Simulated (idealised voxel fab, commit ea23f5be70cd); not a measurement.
You're looking at the process module voxel wiring stack.
Square cells of 5 nm make up the cross-section cut, whose width is 190 nm.
This document writes a cross-section as a grid whose cells are square, and gives it as bands, listed from the top down; one or more rows of cells form a band. Top, bottom (nm), then materials left to right with widths (nm); lone material tagged "everywhere" fills the whole band edge to edge; "empty" = empty space. Convention: height 0 is the level below which the wafer, as received, is all one material. The lowest band does not terminate at the bottom but continues downward, represented as "top 0, no bottom". The notation "30->40" denotes a width that varies across the rows of cells in the band, beginning at the first number in the top row, finishing at the second number in the bottom row, and changing by an identical amount from each row to the next. "everything unchanged", as given for a step, is the statement that not any cell of the cross-section underwent a change during that step. For the entry "Enclosed cavities", the listed items are empty spaces with no open way to the top whose size is 8 cells or more; each item follows the pattern width x height at distance, where distance is from the left edge and all three are in nm. Anything after a step's settings on that line? It's the simulator's own note about the step. The optional step-line setting "overlay nm" applies to steps with a mask and quantifies how far to the right of its planned location the mask lay, a negative value indicating leftward placement.

Planned step list for the process
1: RECEIVE, material Si
2: CONFORMAL_DEP, material SiO2, thk nm 15
3: CONFORMAL_DEP, material SiCN, thk nm 5
4: DIRECTIONAL_DEP, material lowk, thk nm 15
5: DIRECTIONAL_DEP, material aC, thk nm 15
6: PATTERN, tone open, mask id METAL_1, material resist, width nm 20, pitch nm 35, thk nm 35, overlay nm 0
7: DIRECTIONAL_ETCH, etch materials aC, depth nm 15
8: STRIP, etch materials resist
9: DIRECTIONAL_ETCH, etch materials lowk, depth nm 15
10: DIRECTIONAL_ETCH, etch materials SiCN, depth nm 5
11: STRIP, etch materials aC
12: CONFORMAL_DEP, material TiN, thk nm 5
13: FILL_DEP, material W, thk nm 5
14: CMP, height nm 35
15: CONFORMAL_DEP, material SiCN, thk nm 5
16: DIRECTIONAL_DEP, material lowk, thk nm 15
17: PATTERN, tone open, mask id PLUG_1, material resist, width nm 15, pitch nm 35, thk nm 15, overlay nm 0
18: DIRECTIONAL_ETCH, etch materials lowk, depth nm 15
19: DIRECTIONAL_ETCH, etch materials SiCN, depth nm 5
20: STRIP, etch materials resist
21: EPI, material Ru, thk nm 10
22: EPI, material Ru, thk nm 10
23: DIRECTIONAL_DEP, material TiN, thk nm 5
24: DIRECTIONAL_DEP, material Ru, thk nm 15
25: MASKED_ETCH, tone cover, mask id METAL_2, width nm 20, pitch nm 35, etch materials Ru, depth nm 15, overlay nm 0
26: MASKED_ETCH, tone cover, mask id METAL_2, width nm 20, pitch nm 35, etch materials TiN, depth nm 5, overlay nm 0
27: CONFORMAL_DEP, material SiCN, thk nm 5
28: FILL_DEP, material lowk, thk nm 5
29: CMP, height nm 75
30: CONFORMAL_DEP, material SiCN, thk nm 5
31: DIRECTIONAL_DEP, material lowk, thk nm 30
32: PATTERN, tone open, mask id METAL_3_HOLES, material resist, width nm 15, pitch nm 35, thk nm 15, overlay nm 0
33: DIRECTIONAL_ETCH, etch materials lowk, depth nm 30
34: STRIP, etch materials resist
35: DIRECTIONAL_DEP, material aC, thk nm 15
36: PATTERN, tone open, mask id METAL_3, material resist, width nm 20, pitch nm 35, thk nm 35, overlay nm 0
37: DIRECTIONAL_ETCH, etch materials aC, depth nm 15
38: STRIP, etch materials resist
39: DIRECTIONAL_ETCH, etch materials lowk, depth nm 15
40: DIRECTIONAL_ETCH, etch materials SiCN, depth nm 5
41: STRIP, etch materials aC
42: CONFORMAL_DEP, material TiN, thk nm 5
43: FILL_DEP, material Ru, thk nm 10
44: CMP, height nm 110
45: CONFORMAL_DEP, material SiCN, thk nm 5

So, the first of our two wafers, run just as we planned it

Cross-section, incoming material, after step 1
* top 0, no bottom = Si everywhere
* Enclosed cavities: none

Presented here is a cross-section of the wafer after step 2 has been performed
* top 15, bottom 0 = SiO2 everywhere
* Below a height of 0, the structure has not been altered.

Presented here is a cross-section of the wafer after step 3 has been performed
* top 20, bottom 15 = SiCN everywhere
* Below a height of 15, the structure has not been altered.

Presented here is a cross-section of the wafer after step 4 has been performed
* top 35, bottom 20 = lowk everywhere
* Below a height of 20, the structure has not been altered.

Presented here is a cross-section of the wafer after step 5 has been performed
* top 50, bottom 35 = aC everywhere
* Below a height of 35, the structure has not been altered.

Presented here is a cross-section of the wafer after step 6 has been performed
* top 85, bottom 50 = 65 of resist | 20 of empty | 15 of resist | 20 of empty | 70 of resist
* Below a height of 50, the structure has not been altered.

Presented here is a cross-section of the wafer after step 7 has been performed
* top 70, bottom 50 = 65 of resist | 20 of empty | 15 of resist | 20 of empty | 70 of resist
* top 50, bottom 35 = 65 of aC | 20 of empty | 15 of aC | 20 of empty | 70 of aC
* Below a height of 35, the structure has not been altered.

Presented here is a cross-section of the wafer after step 8 has been performed
* top 50, bottom 35 = 65 of aC | 20 of empty | 15 of aC | 20 of empty | 70 of aC
* Below a height of 35, the structure has not been altered.

Presented here is a cross-section of the wafer after step 9 has been performed
* top 50, bottom 35 = 65 of aC | 20 of empty | 15 of aC | 20 of empty | 70 of aC
* top 35, bottom 20 = 65 of lowk | 20 of empty | 15 of lowk | 20 of empty | 70 of lowk
* Below a height of 20, the structure has not been altered.

Presented here is a cross-section of the wafer after step 10 has been performed
* top 50, bottom 35 = 65 of aC | 20 of empty | 15 of aC | 20 of empty | 70 of aC
* top 35, bottom 20 = 65 of lowk | 20 of empty | 15 of lowk | 20 of empty | 70 of lowk
* top 20, bottom 15 = 65 of SiCN | 20 of empty | 15 of SiCN | 20 of empty | 70 of SiCN
* Below a height of 15, the structure has not been altered.

Presented here is a cross-section of the wafer after step 11 has been performed
* top 35, bottom 20 = 65 of lowk | 20 of empty | 15 of lowk | 20 of empty | 70 of lowk
* Below a height of 20, the structure has not been altered.

Presented here is a cross-section of the wafer after step 12 has been performed
* top 40, bottom 35 = 70 of TiN | 10 of empty | 25 of TiN | 10 of empty | 75 of TiN
* top 35, bottom 20 = 65 of lowk | 5 of TiN | 10 of empty | 5 of TiN | 15 of lowk | 5 of TiN | 10 of empty | 5 of TiN | 70 of lowk
* top 20, bottom 15 = 65 of SiCN | 20 of TiN | 15 of SiCN | 20 of TiN | 70 of SiCN
* Below a height of 15, the structure has not been altered.

Presented here is a cross-section of the wafer after step 13 has been performed
* top 45, bottom 40 = W everywhere
* top 40, bottom 35 = 70 of TiN | 10 of W | 25 of TiN | 10 of W | 75 of TiN
* top 35, bottom 20 = 65 of lowk | 5 of TiN | 10 of W | 5 of TiN | 15 of lowk | 5 of TiN | 10 of W | 5 of TiN | 70 of lowk
* Below a height of 20, the structure has not been altered.

Presented here is a cross-section of the wafer after step 14 has been performed
* top 35, bottom 20 = 65 of lowk | 5 of TiN | 10 of W | 5 of TiN | 15 of lowk | 5 of TiN | 10 of W | 5 of TiN | 70 of lowk
* Below a height of 20, the structure has not been altered.

Presented here is a cross-section of the wafer after step 15 has been performed
* top 40, bottom 35 = SiCN everywhere
* Below a height of 35, the structure has not been altered.

Presented here is a cross-section of the wafer after step 16 has been performed
* top 55, bottom 40 = lowk everywhere
* Below a height of 40, the structure has not been altered.

Presented here is a cross-section of the wafer after step 17 has been performed
* top 70, bottom 55 = 65 of resist | 15 of empty | 20 of resist | 15 of empty | 75 of resist
* Below a height of 55, the structure has not been altered.

Presented here is a cross-section of the wafer after step 18 has been performed
* top 70, bottom 55 = 65 of resist | 15 of empty | 20 of resist | 15 of empty | 75 of resist
* top 55, bottom 40 = 65 of lowk | 15 of empty | 20 of lowk | 15 of empty | 75 of lowk
* Below a height of 40, the structure has not been altered.

Presented here is a cross-section of the wafer after step 19 has been performed
* top 70, bottom 55 = 65 of resist | 15 of empty | 20 of resist | 15 of empty | 75 of resist
* top 55, bottom 40 = 65 of lowk | 15 of empty | 20 of lowk | 15 of empty | 75 of lowk
* top 40, bottom 35 = 65 of SiCN | 15 of empty | 20 of SiCN | 15 of empty | 75 of SiCN
* Below a height of 35, the structure has not been altered.

Presented here is a cross-section of the wafer after step 20 has been performed
* top 55, bottom 40 = 65 of lowk | 15 of empty | 20 of lowk | 15 of empty | 75 of lowk
* Below a height of 40, the structure has not been altered.

Presented here is a cross-section of the wafer after step 21 has been performed
* top 55, bottom 45 = 65 of lowk | 15 of empty | 20 of lowk | 15 of empty | 75 of lowk
* top 45, bottom 40 = 65 of lowk | 15 of Ru | 20 of lowk | 15 of Ru | 75 of lowk
* top 40, bottom 35 = 65 of SiCN | 15 of Ru | 20 of SiCN | 15 of Ru | 75 of SiCN
* Below a height of 35, the structure has not been altered.

Presented here is a cross-section of the wafer after step 22 has been performed
* top 55, bottom 40 = 65 of lowk | 15 of Ru | 20 of lowk | 15 of Ru | 75 of lowk
* Below a height of 40, the structure has not been altered.

Presented here is a cross-section of the wafer after step 23 has been performed
* top 60, bottom 55 = TiN everywhere
* Below a height of 55, the structure has not been altered.

Presented here is a cross-section of the wafer after step 24 has been performed
* top 75, bottom 60 = Ru everywhere
* Below a height of 60, the structure has not been altered.

Presented here is a cross-section of the wafer after step 25 has been performed
* top 75, bottom 60 = 65 of empty | 20 of Ru | 15 of empty | 20 of Ru | 70 of empty
* Below a height of 60, the structure has not been altered.

Presented here is a cross-section of the wafer after step 26 has been performed
* top 75, bottom 60 = 65 of empty | 20 of Ru | 15 of empty | 20 of Ru | 70 of empty
* top 60, bottom 55 = 65 of empty | 20 of TiN | 15 of empty | 20 of TiN | 70 of empty
* Below a height of 55, the structure has not been altered.

Presented here is a cross-section of the wafer after step 27 has been performed
* top 80, bottom 75 = 60 of empty | 30 of SiCN | 5 of empty | 30 of SiCN | 65 of empty
* top 75, bottom 60 = 60 of empty | 5 of SiCN | 20 of Ru | 5 of SiCN | 5 of empty | 5 of SiCN | 20 of Ru | 5 of SiCN | 65 of empty
* top 60, bottom 55 = 65 of SiCN | 20 of TiN | 15 of SiCN | 20 of TiN | 70 of SiCN
* Below a height of 55, the structure has not been altered.

Presented here is a cross-section of the wafer after step 28 has been performed
* top 85, bottom 80 = lowk everywhere
* top 80, bottom 75 = 60 of lowk | 30 of SiCN | 5 of lowk | 30 of SiCN | 65 of lowk
* top 75, bottom 60 = 60 of lowk | 5 of SiCN | 20 of Ru | 5 of SiCN | 5 of lowk | 5 of SiCN | 20 of Ru | 5 of SiCN | 65 of lowk
* Below a height of 60, the structure has not been altered.

Presented here is a cross-section of the wafer after step 29 has been performed
* top 75, bottom 60 = 60 of lowk | 5 of SiCN | 20 of Ru | 5 of SiCN | 5 of lowk | 5 of SiCN | 20 of Ru | 5 of SiCN | 65 of lowk
* Below a height of 60, the structure has not been altered.

Presented here is a cross-section of the wafer after step 30 has been performed
* top 80, bottom 75 = SiCN everywhere
* Below a height of 75, the structure has not been altered.

Presented here is a cross-section of the wafer after step 31 has been performed
* top 110, bottom 80 = lowk everywhere
* Below a height of 80, the structure has not been altered.

Presented here is a cross-section of the wafer after step 32 has been performed
* top 125, bottom 110 = 65 of resist | 15 of empty | 20 of resist | 15 of empty | 75 of resist
* Below a height of 110, the structure has not been altered.

Presented here is a cross-section of the wafer after step 33 has been performed
* top 125, bottom 110 = 65 of resist | 15 of empty | 20 of resist | 15 of empty | 75 of resist
* top 110, bottom 80 = 65 of lowk | 15 of empty | 20 of lowk | 15 of empty | 75 of lowk
* Below a height of 80, the structure has not been altered.

Presented here is a cross-section of the wafer after step 34 has been performed
* top 110, bottom 80 = 65 of lowk | 15 of empty | 20 of lowk | 15 of empty | 75 of lowk
* Below a height of 80, the structure has not been altered.

Presented here is a cross-section of the wafer after step 35 has been performed
* top 125, bottom 110 = 65 of aC | 15 of empty | 20 of aC | 15 of empty | 75 of aC
* top 110, bottom 95 = 65 of lowk | 15 of empty | 20 of lowk | 15 of empty | 75 of lowk
* top 95, bottom 80 = 65 of lowk | 15 of aC | 20 of lowk | 15 of aC | 75 of lowk
* Below a height of 80, the structure has not been altered.

Presented here is a cross-section of the wafer after step 36 has been performed
* top 160, bottom 125 = 65 of resist | 20 of empty | 15 of resist | 20 of empty | 70 of resist
* Below a height of 125, the structure has not been altered.

Presented here is a cross-section of the wafer after step 37 has been performed
* top 145, bottom 125 = 65 of resist | 20 of empty | 15 of resist | 20 of empty | 70 of resist
* top 125, bottom 110 = 65 of aC | 20 of empty | 15 of aC | 20 of empty | 70 of aC
* top 110, bottom 80 = 65 of lowk | 15 of empty | 20 of lowk | 15 of empty | 75 of lowk
* Below a height of 80, the structure has not been altered.

Presented here is a cross-section of the wafer after step 38 has been performed
* top 125, bottom 110 = 65 of aC | 20 of empty | 15 of aC | 20 of empty | 70 of aC
* Below a height of 110, the structure has not been altered.

Presented here is a cross-section of the wafer after step 39 has been performed
* top 125, bottom 110 = 65 of aC | 20 of empty | 15 of aC | 20 of empty | 70 of aC
* top 110, bottom 95 = 65 of lowk | 20 of empty | 15 of lowk | 20 of empty | 70 of lowk
* Below a height of 95, the structure has not been altered.

Presented here is a cross-section of the wafer after step 40 has been performed
* top 125, bottom 110 = 65 of aC | 20 of empty | 15 of aC | 20 of empty | 70 of aC
* top 110, bottom 95 = 65 of lowk | 20 of empty | 15 of lowk | 20 of empty | 70 of lowk
* top 95, bottom 80 = 65 of lowk | 15 of empty | 20 of lowk | 15 of empty | 75 of lowk
* top 80, bottom 75 = 65 of SiCN | 15 of empty | 20 of SiCN | 15 of empty | 75 of SiCN
* Below a height of 75, the structure has not been altered.

Presented here is a cross-section of the wafer after step 41 has been performed
* top 110, bottom 95 = 65 of lowk | 20 of empty | 15 of lowk | 20 of empty | 70 of lowk
* Below a height of 95, the structure has not been altered.

Presented here is a cross-section of the wafer after step 42 has been performed
* top 115, bottom 110 = 70 of TiN | 10 of empty | 25 of TiN | 10 of empty | 75 of TiN
* top 110, bottom 100 = 65 of lowk | 5 of TiN | 10 of empty | 5 of TiN | 15 of lowk | 5 of TiN | 10 of empty | 5 of TiN | 70 of lowk
* top 100, bottom 95 = 65 of lowk | 5 of TiN | 5 of empty | 10 of TiN | 15 of lowk | 5 of TiN | 5 of empty | 10 of TiN | 70 of lowk
* top 95, bottom 80 = 65 of lowk | 5 of TiN | 5 of empty | 5 of TiN | 20 of lowk | 5 of TiN | 5 of empty | 5 of TiN | 75 of lowk
* top 80, bottom 75 = 65 of SiCN | 15 of TiN | 20 of SiCN | 15 of TiN | 75 of SiCN
* Below a height of 75, the structure has not been altered.

Presented here is a cross-section of the wafer after step 43 has been performed
* top 125, bottom 115 = Ru everywhere
* top 115, bottom 110 = 70 of TiN | 10 of Ru | 25 of TiN | 10 of Ru | 75 of TiN
* top 110, bottom 100 = 65 of lowk | 5 of TiN | 10 of Ru | 5 of TiN | 15 of lowk | 5 of TiN | 10 of Ru | 5 of TiN | 70 of lowk
* top 100, bottom 95 = 65 of lowk | 5 of TiN | 5 of Ru | 10 of TiN | 15 of lowk | 5 of TiN | 5 of Ru | 10 of TiN | 70 of lowk
* top 95, bottom 80 = 65 of lowk | 5 of TiN | 5 of Ru | 5 of TiN | 20 of lowk | 5 of TiN | 5 of Ru | 5 of TiN | 75 of lowk
* Below a height of 80, the structure has not been altered.

Presented here is a cross-section of the wafer after step 44 has been performed
* top 110, bottom 100 = 65 of lowk | 5 of TiN | 10 of Ru | 5 of TiN | 15 of lowk | 5 of TiN | 10 of Ru | 5 of TiN | 70 of lowk
* Below a height of 100, the structure has not been altered.

Presented here is a cross-section of the wafer after step 45 has been performed
* top 115, bottom 110 = SiCN everywhere
* Below a height of 110, the structure has not been altered.

Second of two: same start, same plan, one run error; steps up to and including 22 match the first

Look at the second wafer in cross-section at the time step 23 ought to have finished: everything unchanged

Look at the second wafer in cross-section at the time step 24 ought to have finished
* top 70, bottom 55 = Ru everywhere
* Below a height of 55, the structure has not been altered.

Look at the second wafer in cross-section at the time step 25 ought to have finished
* top 70, bottom 55 = 65 of empty | 20 of Ru | 15 of empty | 20 of Ru | 70 of empty
* Below a height of 55, the structure has not been altered.

Look at the second wafer in cross-section at the time step 26 ought to have finished: everything unchanged

Look at the second wafer in cross-section at the time step 27 ought to have finished
* top 75, bottom 70 = 60 of empty | 30 of SiCN | 5 of empty | 30 of SiCN | 65 of empty
* top 70, bottom 60 = 60 of empty | 5 of SiCN | 20 of Ru | 5 of SiCN | 5 of empty | 5 of SiCN | 20 of Ru | 5 of SiCN | 65 of empty
* top 60, bottom 55 = 65 of SiCN | 20 of Ru | 15 of SiCN | 20 of Ru | 70 of SiCN
* Below a height of 55, the structure has not been altered.

Look at the second wafer in cross-section at the time step 28 ought to have finished
* top 80, bottom 75 = lowk everywhere
* top 75, bottom 70 = 60 of lowk | 30 of SiCN | 5 of lowk | 30 of SiCN | 65 of lowk
* top 70, bottom 60 = 60 of lowk | 5 of SiCN | 20 of Ru | 5 of SiCN | 5 of lowk | 5 of SiCN | 20 of Ru | 5 of SiCN | 65 of lowk
* Below a height of 60, the structure has not been altered.

Look at the second wafer in cross-section at the time step 29 ought to have finished
* top 75, bottom 70 = 60 of lowk | 30 of SiCN | 5 of lowk | 30 of SiCN | 65 of lowk
* Below a height of 70, the structure has not been altered.

Look at the second wafer in cross-section at the time step 30 ought to have finished
* top 80, bottom 75 = SiCN everywhere
* Below a height of 75, the structure has not been altered.

Look at the second wafer in cross-section at the time step 31 ought to have finished
* top 110, bottom 80 = lowk everywhere
* Below a height of 80, the structure has not been altered.

Look at the second wafer in cross-section at the time step 32 ought to have finished
* top 125, bottom 110 = 65 of resist | 15 of empty | 20 of resist | 15 of empty | 75 of resist
* Below a height of 110, the structure has not been altered.

Look at the second wafer in cross-section at the time step 33 ought to have finished
* top 125, bottom 110 = 65 of resist | 15 of empty | 20 of resist | 15 of empty | 75 of resist
* top 110, bottom 80 = 65 of lowk | 15 of empty | 20 of lowk | 15 of empty | 75 of lowk
* Below a height of 80, the structure has not been altered.

Look at the second wafer in cross-section at the time step 34 ought to have finished
* top 110, bottom 80 = 65 of lowk | 15 of empty | 20 of lowk | 15 of empty | 75 of lowk
* Below a height of 80, the structure has not been altered.

Look at the second wafer in cross-section at the time step 35 ought to have finished
* top 125, bottom 110 = 65 of aC | 15 of empty | 20 of aC | 15 of empty | 75 of aC
* top 110, bottom 95 = 65 of lowk | 15 of empty | 20 of lowk | 15 of empty | 75 of lowk
* top 95, bottom 80 = 65 of lowk | 15 of aC | 20 of lowk | 15 of aC | 75 of lowk
* Below a height of 80, the structure has not been altered.

Look at the second wafer in cross-section at the time step 36 ought to have finished
* top 160, bottom 125 = 65 of resist | 20 of empty | 15 of resist | 20 of empty | 70 of resist
* Below a height of 125, the structure has not been altered.

Look at the second wafer in cross-section at the time step 37 ought to have finished
* top 145, bottom 125 = 65 of resist | 20 of empty | 15 of resist | 20 of empty | 70 of resist
* top 125, bottom 110 = 65 of aC | 20 of empty | 15 of aC | 20 of empty | 70 of aC
* top 110, bottom 80 = 65 of lowk | 15 of empty | 20 of lowk | 15 of empty | 75 of lowk
* Below a height of 80, the structure has not been altered.

Look at the second wafer in cross-section at the time step 38 ought to have finished
* top 125, bottom 110 = 65 of aC | 20 of empty | 15 of aC | 20 of empty | 70 of aC
* Below a height of 110, the structure has not been altered.

Look at the second wafer in cross-section at the time step 39 ought to have finished
* top 125, bottom 110 = 65 of aC | 20 of empty | 15 of aC | 20 of empty | 70 of aC
* top 110, bottom 95 = 65 of lowk | 20 of empty | 15 of lowk | 20 of empty | 70 of lowk
* Below a height of 95, the structure has not been altered.

Look at the second wafer in cross-section at the time step 40 ought to have finished
* top 125, bottom 110 = 65 of aC | 20 of empty | 15 of aC | 20 of empty | 70 of aC
* top 110, bottom 95 = 65 of lowk | 20 of empty | 15 of lowk | 20 of empty | 70 of lowk
* top 95, bottom 80 = 65 of lowk | 15 of empty | 20 of lowk | 15 of empty | 75 of lowk
* top 80, bottom 75 = 65 of SiCN | 15 of empty | 20 of SiCN | 15 of empty | 75 of SiCN
* Below a height of 75, the structure has not been altered.

Look at the second wafer in cross-section at the time step 41 ought to have finished
* top 110, bottom 95 = 65 of lowk | 20 of empty | 15 of lowk | 20 of empty | 70 of lowk
* Below a height of 95, the structure has not been altered.

Look at the second wafer in cross-section at the time step 42 ought to have finished
* top 115, bottom 110 = 70 of TiN | 10 of empty | 25 of TiN | 10 of empty | 75 of TiN
* top 110, bottom 100 = 65 of lowk | 5 of TiN | 10 of empty | 5 of TiN | 15 of lowk | 5 of TiN | 10 of empty | 5 of TiN | 70 of lowk
* top 100, bottom 95 = 65 of lowk | 5 of TiN | 5 of empty | 10 of TiN | 15 of lowk | 5 of TiN | 5 of empty | 10 of TiN | 70 of lowk
* top 95, bottom 80 = 65 of lowk | 5 of TiN | 5 of empty | 5 of TiN | 20 of lowk | 5 of TiN | 5 of empty | 5 of TiN | 75 of lowk
* top 80, bottom 75 = 65 of SiCN | 15 of TiN | 20 of SiCN | 15 of TiN | 75 of SiCN
* Below a height of 75, the structure has not been altered.

Look at the second wafer in cross-section at the time step 43 ought to have finished
* top 125, bottom 115 = Ru everywhere
* top 115, bottom 110 = 70 of TiN | 10 of Ru | 25 of TiN | 10 of Ru | 75 of TiN
* top 110, bottom 100 = 65 of lowk | 5 of TiN | 10 of Ru | 5 of TiN | 15 of lowk | 5 of TiN | 10 of Ru | 5 of TiN | 70 of lowk
* top 100, bottom 95 = 65 of lowk | 5 of TiN | 5 of Ru | 10 of TiN | 15 of lowk | 5 of TiN | 5 of Ru | 10 of TiN | 70 of lowk
* top 95, bottom 80 = 65 of lowk | 5 of TiN | 5 of Ru | 5 of TiN | 20 of lowk | 5 of TiN | 5 of Ru | 5 of TiN | 75 of lowk
* Below a height of 80, the structure has not been altered.

Look at the second wafer in cross-section at the time step 44 ought to have finished
* top 110, bottom 100 = 65 of lowk | 5 of TiN | 10 of Ru | 5 of TiN | 15 of lowk | 5 of TiN | 10 of Ru | 5 of TiN | 70 of lowk
* Below a height of 100, the structure has not been altered.

Look at the second wafer in cross-section at the time step 45 ought to have finished
* top 115, bottom 110 = SiCN everywhere
* Below a height of 110, the structure has not been altered.
Heads up, the wafer didn't run the way we planned it: plan step 23 skipped
The second wafer ends with more or fewer cells of some materials than the first, per final count: SiCN +8; TiN -8
